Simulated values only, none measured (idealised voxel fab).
process module | voxel wiring stack
cross-section cut | 260 nm wide | cells 5 nm
A cross-section is a grid of square cells, given in bands from the top down. A band is one or more rows of cells.
Each band's line starts with the height of the band's top and of its bottom, in nm. Then come its materials from left to right, each with its width in nm. One material with "throughout" fills the band from edge to edge. "air" is empty space.
Height 0 is the level under which the wafer as received is all one material. The lowest band goes on downwards, as in "0 down".
A width such as "30 to 40" changes by the same amount from each row of cells to the next, from the band's top row to its bottom row.
"no change" after a step means that no cell of the cross-section changed.
closed voids: empty space of 8 cells or more with no open way to the top, each as width x height at its distance from the left edge, in nm
after a step's settings: what the simulator itself notes on the step
overlay nm, on a step with a mask: how far to the right of its planned place the mask lay; to the left if negative
plan
1 op RECEIVE | material Si
2 op CONFORMAL_DEP | material SiO2 | thk nm 15
3 op DIRECTIONAL_DEP | material TiN | thk nm 5
4 op DIRECTIONAL_DEP | material W | thk nm 15
5 op DIRECTIONAL_DEP | material aC | thk nm 10
6 op PATTERN | tone cover | mask id METAL_1 | material resist | width nm 20 | pitch nm 50 | thk nm 25 | overlay nm 0
7 op DIRECTIONAL_ETCH | etch materials aC | depth nm 10
8 op STRIP | etch materials resist
9 op DIRECTIONAL_ETCH | etch materials W | depth nm 15
10 op DIRECTIONAL_ETCH | etch materials TiN | depth nm 5
11 op STRIP | etch materials aC
12 op FILL_DEP | material SiO2 | thk nm 5
13 op CMP | height nm 35
14 op CONFORMAL_DEP | material SiCN | thk nm 5
15 op DIRECTIONAL_DEP | material SiO2 | thk nm 20
16 op PATTERN | tone open | mask id PLUG_1 | material resist | width nm 15 | pitch nm 50 | thk nm 15 | overlay nm 0
17 op DIRECTIONAL_ETCH | etch materials SiO2 | depth nm 20
18 op DIRECTIONAL_ETCH | etch materials SiCN | depth nm 5
19 op STRIP | etch materials resist
20 op CONFORMAL_DEP | material TiN | thk nm 5
21 op FILL_DEP | material Cu | thk nm 10
22 op CMP | height nm 60
23 op CONFORMAL_DEP | material SiN | thk nm 5
24 op DIRECTIONAL_DEP | material lowk | thk nm 25
25 op DIRECTIONAL_DEP | material aC | thk nm 15
26 op PATTERN | tone open | mask id METAL_2 | material resist | width nm 20 | pitch nm 50 | thk nm 35 | overlay nm 0
27 op DIRECTIONAL_ETCH | etch materials aC | depth nm 15
28 op STRIP | etch materials resist
29 op DIRECTIONAL_ETCH | etch materials lowk | depth nm 25
30 op DIRECTIONAL_ETCH | etch materials SiN | depth nm 5
31 op STRIP | etch materials aC
32 op CONFORMAL_DEP | material TiN | thk nm 5
33 op FILL_DEP | material W | thk nm 10
34 op CMP | height nm 90
35 op EPI | material Ru | thk nm 5
36 op FILL_DEP | material SiCN | thk nm 5
37 op DIRECTIONAL_DEP | material lowk | thk nm 35
38 op DIRECTIONAL_DEP | material aC | thk nm 15
39 op PATTERN | tone open | mask id METAL_3 | material resist | width nm 20 | pitch nm 50 | thk nm 35 | overlay nm 0
40 op DIRECTIONAL_ETCH | etch materials aC | depth nm 15
41 op STRIP | etch materials resist
42 op DIRECTIONAL_ETCH | etch materials lowk | depth nm 20
43 op STRIP | etch materials aC
44 op DIRECTIONAL_DEP | material aC | thk nm 10
45 op PATTERN | tone open | mask id METAL_3_HOLES | material resist | width nm 15 | pitch nm 50 | thk nm 30 | overlay nm 0
46 op DIRECTIONAL_ETCH | etch materials aC | depth nm 10
47 op STRIP | etch materials resist
48 op DIRECTIONAL_ETCH | etch materials lowk | depth nm 15
49 op DIRECTIONAL_ETCH | etch materials SiCN | depth nm 5
50 op STRIP | etch materials aC
51 op CONFORMAL_DEP | material TiN | thk nm 5
52 op FILL_DEP | material Ru | thk nm 10
53 op CMP | height nm 135
54 op CONFORMAL_DEP | material SiCN | thk nm 5
55 op DIRECTIONAL_DEP | material lowk | thk nm 25
56 op PATTERN | tone open | mask id METAL_4 | material resist | width nm 20 | pitch nm 50 | thk nm 20 | overlay nm 0
57 op DIRECTIONAL_ETCH | etch materials lowk | depth nm 15
58 op STRIP | etch materials resist
59 op MASKED_ETCH | tone open | mask id METAL_4_HOLES | width nm 15 | pitch nm 50 | etch materials lowk | depth nm 10 | overlay nm 0
60 op MASKED_ETCH | tone open | mask id METAL_4_HOLES | width nm 15 | pitch nm 50 | etch materials SiCN | depth nm 5 | overlay nm 0
61 op CONFORMAL_DEP | material TiN | thk nm 5
62 op FILL_DEP | material Cu | thk nm 10
63 op CMP | height nm 165
64 op CONFORMAL_DEP | material SiN | thk nm 5
first wafer, as planned
as received, after step 1
  0 down: Si throughout
  closed voids: none
after step 2
  15 to 0: SiO2 throughout
  below 0: unchanged
after step 3
  20 to 15: TiN throughout
  below 15: unchanged
after step 4
  35 to 20: W throughout
  below 20: unchanged
after step 5
  45 to 35: aC throughout
  below 35: unchanged
after step 6
  70 to 45: air 70 | resist 20 | air 30 | resist 20 | air 30 | resist 20 | air 70
  below 45: unchanged
after step 7
  60 to 45: air 70 | resist 20 | air 30 | resist 20 | air 30 | resist 20 | air 70
  45 to 35: air 70 | aC 20 | air 30 | aC 20 | air 30 | aC 20 | air 70
  below 35: unchanged
after step 8
  45 to 35: air 70 | aC 20 | air 30 | aC 20 | air 30 | aC 20 | air 70
  below 35: unchanged
after step 9
  45 to 35: air 70 | aC 20 | air 30 | aC 20 | air 30 | aC 20 | air 70
  35 to 20: air 70 | W 20 | air 30 | W 20 | air 30 | W 20 | air 70
  below 20: unchanged
after step 10
  45 to 35: air 70 | aC 20 | air 30 | aC 20 | air 30 | aC 20 | air 70
  35 to 20: air 70 | W 20 | air 30 | W 20 | air 30 | W 20 | air 70
  20 to 15: air 70 | TiN 20 | air 30 | TiN 20 | air 30 | TiN 20 | air 70
  below 15: unchanged
after step 11
  35 to 20: air 70 | W 20 | air 30 | W 20 | air 30 | W 20 | air 70
  below 20: unchanged
after step 12
  40 to 35: SiO2 throughout
  35 to 20: SiO2 70 | W 20 | SiO2 30 | W 20 | SiO2 30 | W 20 | SiO2 70
  20 to 15: SiO2 70 | TiN 20 | SiO2 30 | TiN 20 | SiO2 30 | TiN 20 | SiO2 70
  below 15: unchanged
after step 13
  35 to 20: SiO2 70 | W 20 | SiO2 30 | W 20 | SiO2 30 | W 20 | SiO2 70
  below 20: unchanged
after step 14
  40 to 35: SiCN throughout
  below 35: unchanged
after step 15
  60 to 40: SiO2 throughout
  below 40: unchanged
after step 16
  75 to 60: resist 70 | air 15 | resist 35 | air 15 | resist 35 | air 15 | resist 75
  below 60: unchanged
after step 17
  75 to 60: resist 70 | air 15 | resist 35 | air 15 | resist 35 | air 15 | resist 75
  60 to 40: SiO2 70 | air 15 | SiO2 35 | air 15 | SiO2 35 | air 15 | SiO2 75
  below 40: unchanged
after step 18
  75 to 60: resist 70 | air 15 | resist 35 | air 15 | resist 35 | air 15 | resist 75
  60 to 40: SiO2 70 | air 15 | SiO2 35 | air 15 | SiO2 35 | air 15 | SiO2 75
  40 to 35: SiCN 70 | air 15 | SiCN 35 | air 15 | SiCN 35 | air 15 | SiCN 75
  below 35: unchanged
after step 19
  60 to 40: SiO2 70 | air 15 | SiO2 35 | air 15 | SiO2 35 | air 15 | SiO2 75
  below 40: unchanged
after step 20
  65 to 60: TiN 75 | air 5 | TiN 45 | air 5 | TiN 45 | air 5 | TiN 80
  60 to 40: SiO2 70 | TiN 5 | air 5 | TiN 5 | SiO2 35 | TiN 5 | air 5 | TiN 5 | SiO2 35 | TiN 5 | air 5 | TiN 5 | SiO2 75
  40 to 35: SiCN 70 | TiN 15 | SiCN 35 | TiN 15 | SiCN 35 | TiN 15 | SiCN 75
  below 35: unchanged
after step 21
  75 to 65: Cu throughout
  65 to 60: TiN 75 | Cu 5 | TiN 45 | Cu 5 | TiN 45 | Cu 5 | TiN 80
  60 to 40: SiO2 70 | TiN 5 | Cu 5 | TiN 5 | SiO2 35 | TiN 5 | Cu 5 | TiN 5 | SiO2 35 | TiN 5 | Cu 5 | TiN 5 | SiO2 75
  below 40: unchanged
after step 22
  60 to 40: SiO2 70 | TiN 5 | Cu 5 | TiN 5 | SiO2 35 | TiN 5 | Cu 5 | TiN 5 | SiO2 35 | TiN 5 | Cu 5 | TiN 5 | SiO2 75
  below 40: unchanged
after step 23
  65 to 60: SiN throughout
  below 60: unchanged
after step 24
  90 to 65: lowk throughout
  below 65: unchanged
after step 25
  105 to 90: aC throughout
  below 90: unchanged
after step 26
  140 to 105: resist 70 | air 20 | resist 30 | air 20 | resist 30 | air 20 | resist 70
  below 105: unchanged
after step 27
  125 to 105: resist 70 | air 20 | resist 30 | air 20 | resist 30 | air 20 | resist 70
  105 to 90: aC 70 | air 20 | aC 30 | air 20 | aC 30 | air 20 | aC 70
  below 90: unchanged
after step 28
  105 to 90: aC 70 | air 20 | aC 30 | air 20 | aC 30 | air 20 | aC 70
  below 90: unchanged
after step 29
  105 to 90: aC 70 | air 20 | aC 30 | air 20 | aC 30 | air 20 | aC 70
  90 to 65: lowk 70 | air 20 | lowk 30 | air 20 | lowk 30 | air 20 | lowk 70
  below 65: unchanged
after step 30
  105 to 90: aC 70 | air 20 | aC 30 | air 20 | aC 30 | air 20 | aC 70
  90 to 65: lowk 70 | air 20 | lowk 30 | air 20 | lowk 30 | air 20 | lowk 70
  65 to 60: SiN 70 | air 20 | SiN 30 | air 20 | SiN 30 | air 20 | SiN 70
  below 60: unchanged
after step 31
  90 to 65: lowk 70 | air 20 | lowk 30 | air 20 | lowk 30 | air 20 | lowk 70
  below 65: unchanged
after step 32
  95 to 90: TiN 75 | air 10 | TiN 40 | air 10 | TiN 40 | air 10 | TiN 75
  90 to 65: lowk 70 | TiN 5 | air 10 | TiN 5 | lowk 30 | TiN 5 | air 10 | TiN 5 | lowk 30 | TiN 5 | air 10 | TiN 5 | lowk 70
  65 to 60: SiN 70 | TiN 20 | SiN 30 | TiN 20 | SiN 30 | TiN 20 | SiN 70
  below 60: unchanged
after step 33
  105 to 95: W throughout
  95 to 90: TiN 75 | W 10 | TiN 40 | W 10 | TiN 40 | W 10 | TiN 75
  90 to 65: lowk 70 | TiN 5 | W 10 | TiN 5 | lowk 30 | TiN 5 | W 10 | TiN 5 | lowk 30 | TiN 5 | W 10 | TiN 5 | lowk 70
  below 65: unchanged
after step 34
  90 to 65: lowk 70 | TiN 5 | W 10 | TiN 5 | lowk 30 | TiN 5 | W 10 | TiN 5 | lowk 30 | TiN 5 | W 10 | TiN 5 | lowk 70
  below 65: unchanged
after step 35
  95 to 90: air 65 | Ru 30 | air 20 | Ru 30 | air 20 | Ru 30 | air 65
  below 90: unchanged
after step 36
  100 to 95: SiCN throughout
  95 to 90: SiCN 65 | Ru 30 | SiCN 20 | Ru 30 | SiCN 20 | Ru 30 | SiCN 65
  below 90: unchanged
after step 37
  135 to 100: lowk throughout
  below 100: unchanged
after step 38
  150 to 135: aC throughout
  below 135: unchanged
after step 39
  185 to 150: resist 70 | air 20 | resist 30 | air 20 | resist 30 | air 20 | resist 70
  below 150: unchanged
after step 40
  170 to 150: resist 70 | air 20 | resist 30 | air 20 | resist 30 | air 20 | resist 70
  150 to 135: aC 70 | air 20 | aC 30 | air 20 | aC 30 | air 20 | aC 70
  below 135: unchanged
after step 41
  150 to 135: aC 70 | air 20 | aC 30 | air 20 | aC 30 | air 20 | aC 70
  below 135: unchanged
after step 42
  150 to 135: aC 70 | air 20 | aC 30 | air 20 | aC 30 | air 20 | aC 70
  135 to 115: lowk 70 | air 20 | lowk 30 | air 20 | lowk 30 | air 20 | lowk 70
  below 115: unchanged
after step 43
  135 to 115: lowk 70 | air 20 | lowk 30 | air 20 | lowk 30 | air 20 | lowk 70
  below 115: unchanged
after step 44
  145 to 135: aC 70 | air 20 | aC 30 | air 20 | aC 30 | air 20 | aC 70
  135 to 125: lowk 70 | air 20 | lowk 30 | air 20 | lowk 30 | air 20 | lowk 70
  125 to 115: lowk 70 | aC 20 | lowk 30 | aC 20 | lowk 30 | aC 20 | lowk 70
  below 115: unchanged
after step 45
  175 to 145: resist 70 | air 15 | resist 35 | air 15 | resist 35 | air 15 | resist 75
  145 to 135: aC 70 | air 15 | resist 5 | aC 30 | air 15 | resist 5 | aC 30 | air 15 | resist 5 | aC 70
  135 to 125: lowk 70 | air 15 | resist 5 | lowk 30 | air 15 | resist 5 | lowk 30 | air 15 | resist 5 | lowk 70
  below 125: unchanged
after step 46
  165 to 145: resist 70 | air 15 | resist 35 | air 15 | resist 35 | air 15 | resist 75
  145 to 135: aC 70 | air 15 | resist 5 | aC 30 | air 15 | resist 5 | aC 30 | air 15 | resist 5 | aC 70
  135 to 125: lowk 70 | air 15 | resist 5 | lowk 30 | air 15 | resist 5 | lowk 30 | air 15 | resist 5 | lowk 70
  125 to 115: lowk 70 | air 15 | aC 5 | lowk 30 | air 15 | aC 5 | lowk 30 | air 15 | aC 5 | lowk 70
  below 115: unchanged
after step 47
  145 to 135: aC 70 | air 20 | aC 30 | air 20 | aC 30 | air 20 | aC 70
  135 to 125: lowk 70 | air 20 | lowk 30 | air 20 | lowk 30 | air 20 | lowk 70
  below 125: unchanged
after step 48
  145 to 135: aC 70 | air 20 | aC 30 | air 20 | aC 30 | air 20 | aC 70
  135 to 125: lowk 70 | air 20 | lowk 30 | air 20 | lowk 30 | air 20 | lowk 70
  125 to 115: lowk 70 | air 15 | aC 5 | lowk 30 | air 15 | aC 5 | lowk 30 | air 15 | aC 5 | lowk 70
  115 to 100: lowk 70 | air 15 | lowk 35 | air 15 | lowk 35 | air 15 | lowk 75
  below 100: unchanged
after step 49
  145 to 135: aC 70 | air 20 | aC 30 | air 20 | aC 30 | air 20 | aC 70
  135 to 125: lowk 70 | air 20 | lowk 30 | air 20 | lowk 30 | air 20 | lowk 70
  125 to 115: lowk 70 | air 15 | aC 5 | lowk 30 | air 15 | aC 5 | lowk 30 | air 15 | aC 5 | lowk 70
  115 to 100: lowk 70 | air 15 | lowk 35 | air 15 | lowk 35 | air 15 | lowk 75
  100 to 95: SiCN 70 | air 15 | SiCN 35 | air 15 | SiCN 35 | air 15 | SiCN 75
  below 95: unchanged
after step 50
  135 to 115: lowk 70 | air 20 | lowk 30 | air 20 | lowk 30 | air 20 | lowk 70
  below 115: unchanged
after step 51
  140 to 135: TiN 75 | air 10 | TiN 40 | air 10 | TiN 40 | air 10 | TiN 75
  135 to 120: lowk 70 | TiN 5 | air 10 | TiN 5 | lowk 30 | TiN 5 | air 10 | TiN 5 | lowk 30 | TiN 5 | air 10 | TiN 5 | lowk 70
  120 to 115: lowk 70 | TiN 5 | air 5 | TiN 10 | lowk 30 | TiN 5 | air 5 | TiN 10 | lowk 30 | TiN 5 | air 5 | TiN 10 | lowk 70
  115 to 100: lowk 70 | TiN 5 | air 5 | TiN 5 | lowk 35 | TiN 5 | air 5 | TiN 5 | lowk 35 | TiN 5 | air 5 | TiN 5 | lowk 75
  100 to 95: SiCN 70 | TiN 15 | SiCN 35 | TiN 15 | SiCN 35 | TiN 15 | SiCN 75
  below 95: unchanged
after step 52
  150 to 140: Ru throughout
  140 to 135: TiN 75 | Ru 10 | TiN 40 | Ru 10 | TiN 40 | Ru 10 | TiN 75
  135 to 120: lowk 70 | TiN 5 | Ru 10 | TiN 5 | lowk 30 | TiN 5 | Ru 10 | TiN 5 | lowk 30 | TiN 5 | Ru 10 | TiN 5 | lowk 70
  120 to 115: lowk 70 | TiN 5 | Ru 5 | TiN 10 | lowk 30 | TiN 5 | Ru 5 | TiN 10 | lowk 30 | TiN 5 | Ru 5 | TiN 10 | lowk 70
  115 to 100: lowk 70 | TiN 5 | Ru 5 | TiN 5 | lowk 35 | TiN 5 | Ru 5 | TiN 5 | lowk 35 | TiN 5 | Ru 5 | TiN 5 | lowk 75
  below 100: unchanged
after step 53
  135 to 120: lowk 70 | TiN 5 | Ru 10 | TiN 5 | lowk 30 | TiN 5 | Ru 10 | TiN 5 | lowk 30 | TiN 5 | Ru 10 | TiN 5 | lowk 70
  below 120: unchanged
after step 54
  140 to 135: SiCN throughout
  below 135: unchanged
after step 55
  165 to 140: lowk throughout
  below 140: unchanged
after step 56
  185 to 165: resist 70 | air 20 | resist 30 | air 20 | resist 30 | air 20 | resist 70
  below 165: unchanged
after step 57
  185 to 165: resist 70 | air 20 | resist 30 | air 20 | resist 30 | air 20 | resist 70
  165 to 150: lowk 70 | air 20 | lowk 30 | air 20 | lowk 30 | air 20 | lowk 70
  below 150: unchanged
after step 58
  165 to 150: lowk 70 | air 20 | lowk 30 | air 20 | lowk 30 | air 20 | lowk 70
  below 150: unchanged
after step 59
  165 to 150: lowk 70 | air 20 | lowk 30 | air 20 | lowk 30 | air 20 | lowk 70
  150 to 140: lowk 70 | air 15 | lowk 35 | air 15 | lowk 35 | air 15 | lowk 75
  below 140: unchanged
after step 60
  165 to 150: lowk 70 | air 20 | lowk 30 | air 20 | lowk 30 | air 20 | lowk 70
  150 to 140: lowk 70 | air 15 | lowk 35 | air 15 | lowk 35 | air 15 | lowk 75
  140 to 135: SiCN 70 | air 15 | SiCN 35 | air 15 | SiCN 35 | air 15 | SiCN 75
  below 135: unchanged
after step 61
  170 to 165: TiN 75 | air 10 | TiN 40 | air 10 | TiN 40 | air 10 | TiN 75
  165 to 155: lowk 70 | TiN 5 | air 10 | TiN 5 | lowk 30 | TiN 5 | air 10 | TiN 5 | lowk 30 | TiN 5 | air 10 | TiN 5 | lowk 70
  155 to 150: lowk 70 | TiN 5 | air 5 | TiN 10 | lowk 30 | TiN 5 | air 5 | TiN 10 | lowk 30 | TiN 5 | air 5 | TiN 10 | lowk 70
  150 to 140: lowk 70 | TiN 5 | air 5 | TiN 5 | lowk 35 | TiN 5 | air 5 | TiN 5 | lowk 35 | TiN 5 | air 5 | TiN 5 | lowk 75
  140 to 135: SiCN 70 | TiN 15 | SiCN 35 | TiN 15 | SiCN 35 | TiN 15 | SiCN 75
  below 135: unchanged
after step 62
  180 to 170: Cu throughout
  170 to 165: TiN 75 | Cu 10 | TiN 40 | Cu 10 | TiN 40 | Cu 10 | TiN 75
  165 to 155: lowk 70 | TiN 5 | Cu 10 | TiN 5 | lowk 30 | TiN 5 | Cu 10 | TiN 5 | lowk 30 | TiN 5 | Cu 10 | TiN 5 | lowk 70
  155 to 150: lowk 70 | TiN 5 | Cu 5 | TiN 10 | lowk 30 | TiN 5 | Cu 5 | TiN 10 | lowk 30 | TiN 5 | Cu 5 | TiN 10 | lowk 70
  150 to 140: lowk 70 | TiN 5 | Cu 5 | TiN 5 | lowk 35 | TiN 5 | Cu 5 | TiN 5 | lowk 35 | TiN 5 | Cu 5 | TiN 5 | lowk 75
  below 140: unchanged
after step 63
  165 to 155: lowk 70 | TiN 5 | Cu 10 | TiN 5 | lowk 30 | TiN 5 | Cu 10 | TiN 5 | lowk 30 | TiN 5 | Cu 10 | TiN 5 | lowk 70
  below 155: unchanged
after step 64
  170 to 165: SiN throughout
  below 165: unchanged
second wafer: like start, like plan, one mistake. Through step 25 it matches the first wafer
when step 26 should have ended
  140 to 105: resist 65 | air 20 | resist 30 | air 20 | resist 30 | air 20 | resist 75
  below 105: unchanged
when step 27 should have ended
  125 to 105: resist 65 | air 20 | resist 30 | air 20 | resist 30 | air 20 | resist 75
  105 to 90: aC 65 | air 20 | aC 30 | air 20 | aC 30 | air 20 | aC 75
  below 90: unchanged
when step 28 should have ended
  105 to 90: aC 65 | air 20 | aC 30 | air 20 | aC 30 | air 20 | aC 75
  below 90: unchanged
when step 29 should have ended
  105 to 90: aC 65 | air 20 | aC 30 | air 20 | aC 30 | air 20 | aC 75
  90 to 65: lowk 65 | air 20 | lowk 30 | air 20 | lowk 30 | air 20 | lowk 75
  below 65: unchanged
when step 30 should have ended
  105 to 90: aC 65 | air 20 | aC 30 | air 20 | aC 30 | air 20 | aC 75
  90 to 65: lowk 65 | air 20 | lowk 30 | air 20 | lowk 30 | air 20 | lowk 75
  65 to 60: SiN 65 | air 20 | SiN 30 | air 20 | SiN 30 | air 20 | SiN 75
  below 60: unchanged
when step 31 should have ended
  90 to 65: lowk 65 | air 20 | lowk 30 | air 20 | lowk 30 | air 20 | lowk 75
  below 65: unchanged
when step 32 should have ended
  95 to 90: TiN 70 | air 10 | TiN 40 | air 10 | TiN 40 | air 10 | TiN 80
  90 to 65: lowk 65 | TiN 5 | air 10 | TiN 5 | lowk 30 | TiN 5 | air 10 | TiN 5 | lowk 30 | TiN 5 | air 10 | TiN 5 | lowk 75
  65 to 60: SiN 65 | TiN 20 | SiN 30 | TiN 20 | SiN 30 | TiN 20 | SiN 75
  below 60: unchanged
when step 33 should have ended
  105 to 95: W throughout
  95 to 90: TiN 70 | W 10 | TiN 40 | W 10 | TiN 40 | W 10 | TiN 80
  90 to 65: lowk 65 | TiN 5 | W 10 | TiN 5 | lowk 30 | TiN 5 | W 10 | TiN 5 | lowk 30 | TiN 5 | W 10 | TiN 5 | lowk 75
  below 65: unchanged
when step 34 should have ended
  90 to 65: lowk 65 | TiN 5 | W 10 | TiN 5 | lowk 30 | TiN 5 | W 10 | TiN 5 | lowk 30 | TiN 5 | W 10 | TiN 5 | lowk 75
  below 65: unchanged
when step 35 should have ended
  95 to 90: air 60 | Ru 30 | air 20 | Ru 30 | air 20 | Ru 30 | air 70
  below 90: unchanged
when step 36 should have ended
  100 to 95: SiCN throughout
  95 to 90: SiCN 60 | Ru 30 | SiCN 20 | Ru 30 | SiCN 20 | Ru 30 | SiCN 70
  below 90: unchanged
when step 37 should have ended
  135 to 100: lowk throughout
  below 100: unchanged
when step 38 should have ended
  150 to 135: aC throughout
  below 135: unchanged
when step 39 should have ended
  185 to 150: resist 70 | air 20 | resist 30 | air 20 | resist 30 | air 20 | resist 70
  below 150: unchanged
when step 40 should have ended
  170 to 150: resist 70 | air 20 | resist 30 | air 20 | resist 30 | air 20 | resist 70
  150 to 135: aC 70 | air 20 | aC 30 | air 20 | aC 30 | air 20 | aC 70
  below 135: unchanged
when step 41 should have ended
  150 to 135: aC 70 | air 20 | aC 30 | air 20 | aC 30 | air 20 | aC 70
  below 135: unchanged
when step 42 should have ended
  150 to 135: aC 70 | air 20 | aC 30 | air 20 | aC 30 | air 20 | aC 70
  135 to 115: lowk 70 | air 20 | lowk 30 | air 20 | lowk 30 | air 20 | lowk 70
  below 115: unchanged
when step 43 should have ended
  135 to 115: lowk 70 | air 20 | lowk 30 | air 20 | lowk 30 | air 20 | lowk 70
  below 115: unchanged
when step 44 should have ended
  145 to 135: aC 70 | air 20 | aC 30 | air 20 | aC 30 | air 20 | aC 70
  135 to 125: lowk 70 | air 20 | lowk 30 | air 20 | lowk 30 | air 20 | lowk 70
  125 to 115: lowk 70 | aC 20 | lowk 30 | aC 20 | lowk 30 | aC 20 | lowk 70
  below 115: unchanged
when step 45 should have ended
  175 to 145: resist 70 | air 15 | resist 35 | air 15 | resist 35 | air 15 | resist 75
  145 to 135: aC 70 | air 15 | resist 5 | aC 30 | air 15 | resist 5 | aC 30 | air 15 | resist 5 | aC 70
  135 to 125: lowk 70 | air 15 | resist 5 | lowk 30 | air 15 | resist 5 | lowk 30 | air 15 | resist 5 | lowk 70
  below 125: unchanged
when step 46 should have ended
  165 to 145: resist 70 | air 15 | resist 35 | air 15 | resist 35 | air 15 | resist 75
  145 to 135: aC 70 | air 15 | resist 5 | aC 30 | air 15 | resist 5 | aC 30 | air 15 | resist 5 | aC 70
  135 to 125: lowk 70 | air 15 | resist 5 | lowk 30 | air 15 | resist 5 | lowk 30 | air 15 | resist 5 | lowk 70
  125 to 115: lowk 70 | air 15 | aC 5 | lowk 30 | air 15 | aC 5 | lowk 30 | air 15 | aC 5 | lowk 70
  below 115: unchanged
when step 47 should have ended
  145 to 135: aC 70 | air 20 | aC 30 | air 20 | aC 30 | air 20 | aC 70
  135 to 125: lowk 70 | air 20 | lowk 30 | air 20 | lowk 30 | air 20 | lowk 70
  below 125: unchanged
when step 48 should have ended
  145 to 135: aC 70 | air 20 | aC 30 | air 20 | aC 30 | air 20 | aC 70
  135 to 125: lowk 70 | air 20 | lowk 30 | air 20 | lowk 30 | air 20 | lowk 70
  125 to 115: lowk 70 | air 15 | aC 5 | lowk 30 | air 15 | aC 5 | lowk 30 | air 15 | aC 5 | lowk 70
  115 to 100: lowk 70 | air 15 | lowk 35 | air 15 | lowk 35 | air 15 | lowk 75
  below 100: unchanged
when step 49 should have ended
  145 to 135: aC 70 | air 20 | aC 30 | air 20 | aC 30 | air 20 | aC 70
  135 to 125: lowk 70 | air 20 | lowk 30 | air 20 | lowk 30 | air 20 | lowk 70
  125 to 115: lowk 70 | air 15 | aC 5 | lowk 30 | air 15 | aC 5 | lowk 30 | air 15 | aC 5 | lowk 70
  115 to 100: lowk 70 | air 15 | lowk 35 | air 15 | lowk 35 | air 15 | lowk 75
  100 to 95: SiCN 70 | air 15 | SiCN 35 | air 15 | SiCN 35 | air 15 | SiCN 75
  below 95: unchanged
when step 50 should have ended
  135 to 115: lowk 70 | air 20 | lowk 30 | air 20 | lowk 30 | air 20 | lowk 70
  below 115: unchanged
when step 51 should have ended
  140 to 135: TiN 75 | air 10 | TiN 40 | air 10 | TiN 40 | air 10 | TiN 75
  135 to 120: lowk 70 | TiN 5 | air 10 | TiN 5 | lowk 30 | TiN 5 | air 10 | TiN 5 | lowk 30 | TiN 5 | air 10 | TiN 5 | lowk 70
  120 to 115: lowk 70 | TiN 5 | air 5 | TiN 10 | lowk 30 | TiN 5 | air 5 | TiN 10 | lowk 30 | TiN 5 | air 5 | TiN 10 | lowk 70
  115 to 100: lowk 70 | TiN 5 | air 5 | TiN 5 | lowk 35 | TiN 5 | air 5 | TiN 5 | lowk 35 | TiN 5 | air 5 | TiN 5 | lowk 75
  100 to 95: SiCN 70 | TiN 15 | SiCN 35 | TiN 15 | SiCN 35 | TiN 15 | SiCN 75
  below 95: unchanged
when step 52 should have ended
  150 to 140: Ru throughout
  140 to 135: TiN 75 | Ru 10 | TiN 40 | Ru 10 | TiN 40 | Ru 10 | TiN 75
  135 to 120: lowk 70 | TiN 5 | Ru 10 | TiN 5 | lowk 30 | TiN 5 | Ru 10 | TiN 5 | lowk 30 | TiN 5 | Ru 10 | TiN 5 | lowk 70
  120 to 115: lowk 70 | TiN 5 | Ru 5 | TiN 10 | lowk 30 | TiN 5 | Ru 5 | TiN 10 | lowk 30 | TiN 5 | Ru 5 | TiN 10 | lowk 70
  115 to 100: lowk 70 | TiN 5 | Ru 5 | TiN 5 | lowk 35 | TiN 5 | Ru 5 | TiN 5 | lowk 35 | TiN 5 | Ru 5 | TiN 5 | lowk 75
  below 100: unchanged
when step 53 should have ended
  135 to 120: lowk 70 | TiN 5 | Ru 10 | TiN 5 | lowk 30 | TiN 5 | Ru 10 | TiN 5 | lowk 30 | TiN 5 | Ru 10 | TiN 5 | lowk 70
  below 120: unchanged
when step 54 should have ended
  140 to 135: SiCN throughout
  below 135: unchanged
when step 55 should have ended
  165 to 140: lowk throughout
  below 140: unchanged
when step 56 should have ended
  185 to 165: resist 70 | air 20 | resist 30 | air 20 | resist 30 | air 20 | resist 70
  below 165: unchanged
when step 57 should have ended
  185 to 165: resist 70 | air 20 | resist 30 | air 20 | resist 30 | air 20 | resist 70
  165 to 150: lowk 70 | air 20 | lowk 30 | air 20 | lowk 30 | air 20 | lowk 70
  below 150: unchanged
when step 58 should have ended
  165 to 150: lowk 70 | air 20 | lowk 30 | air 20 | lowk 30 | air 20 | lowk 70
  below 150: unchanged
when step 59 should have ended
  165 to 150: lowk 70 | air 20 | lowk 30 | air 20 | lowk 30 | air 20 | lowk 70
  150 to 140: lowk 70 | air 15 | lowk 35 | air 15 | lowk 35 | air 15 | lowk 75
  below 140: unchanged
when step 60 should have ended
  165 to 150: lowk 70 | air 20 | lowk 30 | air 20 | lowk 30 | air 20 | lowk 70
  150 to 140: lowk 70 | air 15 | lowk 35 | air 15 | lowk 35 | air 15 | lowk 75
  140 to 135: SiCN 70 | air 15 | SiCN 35 | air 15 | SiCN 35 | air 15 | SiCN 75
  below 135: unchanged
when step 61 should have ended
  170 to 165: TiN 75 | air 10 | TiN 40 | air 10 | TiN 40 | air 10 | TiN 75
  165 to 155: lowk 70 | TiN 5 | air 10 | TiN 5 | lowk 30 | TiN 5 | air 10 | TiN 5 | lowk 30 | TiN 5 | air 10 | TiN 5 | lowk 70
  155 to 150: lowk 70 | TiN 5 | air 5 | TiN 10 | lowk 30 | TiN 5 | air 5 | TiN 10 | lowk 30 | TiN 5 | air 5 | TiN 10 | lowk 70
  150 to 140: lowk 70 | TiN 5 | air 5 | TiN 5 | lowk 35 | TiN 5 | air 5 | TiN 5 | lowk 35 | TiN 5 | air 5 | TiN 5 | lowk 75
  140 to 135: SiCN 70 | TiN 15 | SiCN 35 | TiN 15 | SiCN 35 | TiN 15 | SiCN 75
  below 135: unchanged
when step 62 should have ended
  180 to 170: Cu throughout
  170 to 165: TiN 75 | Cu 10 | TiN 40 | Cu 10 | TiN 40 | Cu 10 | TiN 75
  165 to 155: lowk 70 | TiN 5 | Cu 10 | TiN 5 | lowk 30 | TiN 5 | Cu 10 | TiN 5 | lowk 30 | TiN 5 | Cu 10 | TiN 5 | lowk 70
  155 to 150: lowk 70 | TiN 5 | Cu 5 | TiN 10 | lowk 30 | TiN 5 | Cu 5 | TiN 10 | lowk 30 | TiN 5 | Cu 5 | TiN 10 | lowk 70
  150 to 140: lowk 70 | TiN 5 | Cu 5 | TiN 5 | lowk 35 | TiN 5 | Cu 5 | TiN 5 | lowk 35 | TiN 5 | Cu 5 | TiN 5 | lowk 75
  below 140: unchanged
when step 63 should have ended
  165 to 155: lowk 70 | TiN 5 | Cu 10 | TiN 5 | lowk 30 | TiN 5 | Cu 10 | TiN 5 | lowk 30 | TiN 5 | Cu 10 | TiN 5 | lowk 70
  below 155: unchanged
when step 64 should have ended
  170 to 165: SiN throughout
  below 165: unchanged
what went wrong: step 26 ran as: op PATTERN | tone open | mask id METAL_2 | material resist | width nm 20 | pitch nm 50 | thk nm 35 | overlay nm -5
at the end the second wafer has, in cells: as many of each material as the first, in other places
